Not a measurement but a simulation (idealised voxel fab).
process module | voxel ribs on slabs
FYI the section here is cut, 270 nm wide, cells are 5 nm squares.
Heads up, the way a cross-section reads in here is a grid of square cells, handed over as bands from the top down, with every band being one or more rows of cells. Within each band entry, the heights of the top and of the bottom of the band appear first, in that order and in nm; the materials of the band then follow from left to right, each with its corresponding width in nm. The designation "edge to edge" on a single material indicates that it fills the band from edge to edge; the designation "air" indicates empty space. Height is counted from the level 0, under which the received wafer is composed throughout of one material. The lowest of the bands is not closed at the bottom but continues downward, in the notation "z 0 and below". The width entry "30->40" should be interpreted row by row: the top row of cells in the band takes the first number, the bottom row takes the second number, and the change between adjacent rows is uniform throughout. The designation "no change occurred", where it is given for a processing step, indicates that no cell of the cross-section was altered in the course of that step. "Closed void catalog": empty spaces of 8 cells or more with no open way to the top, each given as width x height at distance, distance from the left edge, all in nm. Read whatever lies past the settings on a step's line as the simulator's own remark about the step. overlay nm: step with mask; distance mask lay right of planned place; negative value = left of planned place. Note: before/after cross-section pairs follow, one process step per pair, after-side truncated at the lowest changed band, step and settings given beneath. Different runs of this module on the same starting wafer may supply the pairs; a pair continues the one above only where the "Before the step" entry says so.
Before the step:
z 55 to 50  air (115), W (40), air (115)
z 50 to 35  W edge to edge
z 35 to 30  W (120), polySi (30), W (120)
z 30 to 20  W (105), polySi (60), W (105)
z 20 to 0  SiO2 edge to edge
z 0 and below  Si edge to edge
Closed void catalog: none
Resulting Structure:
z 60 to 55  air (110), SiO2 (50), air (110)
z 55 to 50  SiO2 (115), W (40), SiO2 (115)
Below 50 it's all the same as before, nothing changed down there.
Closed void catalog: none
Looking at the two cross-sections above, the step in the middle is op CONFORMAL_DEP | material SiO2 | thk nm 5
Before the step:
z 65 to 55  aC edge to edge
z 55 to 50  W edge to edge
z 50 to 35  SiO2 edge to edge
z 35 to 30  SiO2 (120), polySi (30), SiO2 (120)
z 30 to 20  SiO2 (105), polySi (60), SiO2 (105)
z 20 to 0  SiO2 edge to edge
z 0 and below  Si edge to edge
Closed void catalog: none
Resulting Structure:
z 90 to 65  resist (115), air (40), resist (115)
Below 65 it's all the same as before, nothing changed down there.
Closed void catalog: none
Looking at the two cross-sections above, the step in the middle is op PATTERN | tone open | mask id HEATER | material resist | width nm 40 | thk nm 25 | overlay nm 0
Before the step: no separate figure, the pair right above already shows it after its step.
Resulting Structure:
z 80 to 65  resist (115), air (40), resist (115)
z 65 to 55  aC (115), air (40), aC (115)
Below 55 it's all the same as before, nothing changed down there.
Closed void catalog: none
Looking at the two cross-sections above, the step in the middle is op DIRECTIONAL_ETCH | etch materials aC | depth nm 10
Before the step: no separate figure, the pair right above already shows it after its step.
Resulting Structure:
z 65 to 55  aC (115), air (40), aC (115)
Below 55 it's all the same as before, nothing changed down there.
Closed void catalog: none
Looking at the two cross-sections above, the step in the middle is op STRIP | etch materials resist
Before the step: no separate figure, the pair right above already shows it after its step.
Resulting Structure:
z 65 to 55  aC (115), air (40), aC (115)
z 55 to 50  W (115), air (40), W (115)
Below 50 it's all the same as before, nothing changed down there.
Closed void catalog: none
Looking at the two cross-sections above, the step in the middle is op DIRECTIONAL_ETCH | etch materials W | depth nm 5
Before the step: no separate figure, the pair right above already shows it after its step.
Resulting Structure:
z 55 to 50  W (115), air (40), W (115)
Below 50 it's all the same as before, nothing changed down there.
Closed void catalog: none
Looking at the two cross-sections above, the step in the middle is op STRIP | etch materials aC
Before the step: no separate figure, the pair right above already shows it after its step.
Resulting Structure:
z 60 to 55  SiO2 (120), air (30), SiO2 (120)
z 55 to 50  W (115), SiO2 (40), W (115)
Below 50 it's all the same as before, nothing changed down there.
Closed void catalog: none
Looking at the two cross-sections above, the step in the middle is op CONFORMAL_DEP | material SiO2 | thk nm 5
